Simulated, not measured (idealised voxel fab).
The process module that follows is named voxel transistor to metal.
The cross-section on display is named cut; it measures 270 nm wide, and its cells are 5 nm squares.
Think of the cross-section as a grid of square cells. We describe it in bands, top to bottom, and each band covers one or more rows of those cells.
Band entry format. Leading values: height of top, height of bottom, nm. Remainder: materials in left-to-right order, each with its width in nm. Special words: "edge to edge" on a single material, which then fills the band edge to edge; "blank", empty space.
The reference from which all heights are counted is 0, the level beneath which the as-received wafer is entirely one material; the lowest band, having no lower bound, proceeds downward and is written after the example "0 -> down".
The width entry "30 to 40" should be interpreted row by row: the top row of cells in the band takes the first number, the bottom row takes the second number, and the change between adjacent rows is uniform throughout.
Basically "nothing different" means that step didn't change any cell in the cross-section.
Entry "Fully sealed cavities". Content: empty spaces with no open connection to the top, size 8 cells or greater. Each: width x height at distance. Distance: from left edge. Unit: nm.
On each step's line, the part that comes after the settings is the simulator's own comment on the step.
overlay nm: right-of-plan distance of the mask on a masked step; negative values mean left-of-plan.

### The planned process steps are enumerated hereunder
1. RECEIVE [material Si]
2. CONFORMAL_DEP [material SiO2] [thk nm 5]
3. CONFORMAL_DEP [material SiN] [thk nm 15]
4. DIRECTIONAL_DEP [material aC] [thk nm 10]
5. PATTERN [tone cover] [mask id ACTIVE] [material resist] [width nm 105] [pitch nm 135] [thk nm 25] [overlay nm 0]
6. DIRECTIONAL_ETCH [etch materials aC] [depth nm 10]
7. STRIP [etch materials resist]
8. DIRECTIONAL_ETCH [etch materials SiN] [depth nm 15]
9. DIRECTIONAL_ETCH [etch materials SiO2] [depth nm 5]
10. DIRECTIONAL_ETCH [etch materials Si] [depth nm 20]
11. STRIP [etch materials aC]
12. FILL_DEP [material SiO2] [thk nm 5]
13. CMP [height nm 20]
14. SELECTIVE_ETCH [etch materials SiO2] [depth nm 10]
15. STRIP [etch materials SiN]
16. SELECTIVE_ETCH [etch materials SiO2] [depth nm 5]
17. OXIDIZE [depth nm 5]
18. DIRECTIONAL_DEP [material polySi] [thk nm 30]
19. DIRECTIONAL_DEP [material SiCN] [thk nm 10]
20. MASKED_ETCH [tone cover] [mask id GATE] [width nm 15] [pitch nm 135] [etch materials SiCN] [depth nm 20] [overlay nm 0]
21. MASKED_ETCH [tone cover] [mask id GATE] [width nm 15] [pitch nm 135] [etch materials polySi] [depth nm 40] [overlay nm 0]
22. CONFORMAL_DEP [material SiN] [thk nm 10]
23. DIRECTIONAL_ETCH [etch materials SiN] [depth nm 10]
24. DIRECTIONAL_ETCH [etch materials SiO2] [depth nm 5]
25. DIRECTIONAL_ETCH [etch materials Si] [depth nm 10]
26. EPI [material nSi] [thk nm 10]
27. FILL_DEP [material SiO2] [thk nm 10]
28. CMP [height nm 40]
29. DIRECTIONAL_DEP [material SiO2] [thk nm 10]
30. PATTERN [tone open] [mask id CONTACT] [material resist] [width nm 30] [thk nm 15] [overlay nm 0]
31. DIRECTIONAL_ETCH [etch materials SiO2] [depth nm 55]
32. STRIP [etch materials resist]
33. CONFORMAL_DEP [material TiN] [thk nm 5]
34. FILL_DEP [material W] [thk nm 5]
35. CMP [height nm 50]
36. CONFORMAL_DEP [material SiCN] [thk nm 5]
37. DIRECTIONAL_DEP [material lowk] [thk nm 20]
38. PATTERN [tone open] [mask id METAL_1] [material resist] [width nm 15] [thk nm 20] [overlay nm 0]
39. DIRECTIONAL_ETCH [etch materials lowk] [depth nm 20]
40. DIRECTIONAL_ETCH [etch materials SiCN] [depth nm 5]
41. STRIP [etch materials resist]
42. CONFORMAL_DEP [material TiN] [thk nm 5]
43. FILL_DEP [material Cu] [thk nm 5]
44. CMP [height nm 75]
45. EPI [material Ru] [thk nm 5]
46. FILL_DEP [material SiCN] [thk nm 5]
Wafers differ in thk nm at step 42; plan lists the first wafer's value; identical starting state.

### Cross-section of the first of several wafers as received (after step 1)
* 0 -> down = Si edge to edge
* Fully sealed cavities: none

### The table below has one row for each wafer; a row shows, as of the end of the module, how many cells of each material the wafer has gained, marked (+), or lost, marked (-), since it was received, and then the wafer's closed voids
thk nm 5, +16 Cu, +20 Ru, -138 Si, +142 SiCN, +72 SiN, +274 SiO2, +148 TiN, +100 W, +168 lowk, +80 nSi, +36 polySi, Fully sealed cavities: none
thk nm 10, +20 Ru, -138 Si, +142 SiCN, +72 SiN, +274 SiO2, +164 TiN, +100 W, +168 lowk, +80 nSi, +36 polySi, Fully sealed cavities: none
thk nm 15, +20 Ru, -138 Si, +142 SiCN, +72 SiN, +274 SiO2, +164 TiN, +100 W, +168 lowk, +80 nSi, +36 polySi, Fully sealed cavities: none
thk nm 20, +20 Ru, -138 Si, +142 SiCN, +72 SiN, +274 SiO2, +164 TiN, +100 W, +168 lowk, +80 nSi, +36 polySi, Fully sealed cavities: none
